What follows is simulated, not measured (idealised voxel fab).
Name of the process module below: voxel local oxidation
Shown is cross-section cut, with a width of 165 nm and square cells of size 5 nm.
Reading order for cross-sections: top band down to bottom band. Underlying form: a grid of square cells. Band size: one or more rows of cells. A band entry consists of two parts. The first gives the height of the band's top and the height of its bottom, in nm. The rest lists the band's materials from left to right, each with its width in nm. A single material labelled with the word "everywhere" fills the band from edge to edge, and the word "blank" marks empty space. Height datum 0, below which the as-received substrate wafer is one material. Lowest band open at the bottom, running downward: "0..down". Think of "30..40" as a width that walks from the first number to the second as you go down the band, top row to bottom row, taking equal-sized steps from row to row. For the purposes of this document, the phrase "stayed the same" attached to a step denotes that no cell within the cross-section was modified by that step. Closed empty spaces (no open way to the top) of 8 cells or more are what "Closed voids list" lists, each as width x height at distance from the left edge, nm for all three. Where a step's line continues beyond its settings, the continuation is a remark by the simulator itself on that step. Regarding "overlay nm": on a step with a mask, it is the distance the mask lay to the right of its planned place; a negative value places it to the left.
[Here's what the planned process steps look like]
- 1: RECEIVE [material Si]
- 2: OXIDIZE [depth nm 5]
- 3: CONFORMAL_DEP [material SiN] [thk nm 15]
- 4: PATTERN [tone cover] [mask id ACTIVE] [material resist] [width nm 105] [thk nm 15] [overlay nm 0]
- 5: DIRECTIONAL_ETCH [etch materials SiN] [depth nm 15]
- 6: STRIP [etch materials resist]
- 7: SELECTIVE_ETCH [etch materials SiO2] [depth nm 5]
- 8: OXIDIZE [depth nm 15]
- 9: STRIP [etch materials SiN]
[Step 1 complete: cross-section of the wafer as received]
> 0..down  Si everywhere
> Closed voids list: none
[Post-module cross-section of the first of two wafers (run per plan)]
> 0..-5  blank=35  SiO2=95  blank=35
> -5..-20  SiO2=50  Si=65  SiO2=50
> -20..down  Si everywhere
> Closed voids list: none
[This cross-section belongs to the second wafer of two at the end of the module; the start and the plan were shared with the first, and the run included one mistake]
> 10..-5  SiO2 everywhere
> -5..down  Si everywhere
> Closed voids list: none
What went wrong in running the wafer? heads up, step 3 didn't go per plan, it actually ran as CONFORMAL_DEP [material SiO2] [thk nm 15]
Heads up, by the end the second wafer has more or fewer cells of some materials compared to the first: 60 more of Si, 20 more of SiO2
